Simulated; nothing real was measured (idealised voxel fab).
This section sets out a process module, namely voxel plated lines.
Section cut is 185 nm wide and gridded with 5 nm square cells.
Cross-section, as written here: a square-cell grid given band by band from the top down, where a band holds one or more rows of cells.
Band: top and bottom heights (nm) first, top before bottom; then materials from left to right, widths in nm. "all across" marks a sole material filling the band edge to edge. "empty" denotes empty space.
Heights are measured from 0, the level below which the as-received wafer is all one material; the lowest band has no bottom and continues downward, written as in "top 0, no bottom".
Width: "30 to 40" (first number = top row, second number = bottom row, same change from row to row of cells).
Key: "stayed the same" - step with no changed cell in the cross-section.
Empty spaces without an open route to the top, at least 8 cells in extent, make up the entry "Closed-off voids"; each is given as width x height at distance, where the distance is measured from the left edge, and all are in nm.
Note: text after step settings on the step line = simulator remark on that step.
When a step includes a mask, the "overlay nm" setting on its line states how far to the right of its planned place that mask lay, and negative values state how far to the left.
# Listed below are the process steps as planned
1,RECEIVE [material Si]
2,CONFORMAL_DEP [material Al2O3] [thk nm 5]
3,DIRECTIONAL_DEP [material TiN] [thk nm 5]
4,PATTERN [tone open] [mask id LINES] [material resist] [width nm 20] [pitch nm 40] [thk nm 20] [overlay nm 0]
5,EPI [material Ru] [thk nm 10]
6,STRIP [etch materials resist]
7,DIRECTIONAL_ETCH [etch materials TiN] [depth nm 5]
8,CONFORMAL_DEP [material SiN] [thk nm 5]
# As-received wafer cross-section (after step 1)
  top 0, no bottom: Si all across
  Closed-off voids: none
# The cross-section shown corresponds to the wafer at the conclusion of the module. The initial structure and the process plan are those presented above; however, one mistake occurred in executing the plan
  top 15, bottom 10: SiN all across
  top 10, bottom 0: Al2O3 all across
  top 0, no bottom: Si all across
  Closed-off voids: none
Heads up, the wafer didn't run the way we planned it: note that step 3 departed from the planned setting and was carried out as DIRECTIONAL_DEP [material Al2O3] [thk nm 5]
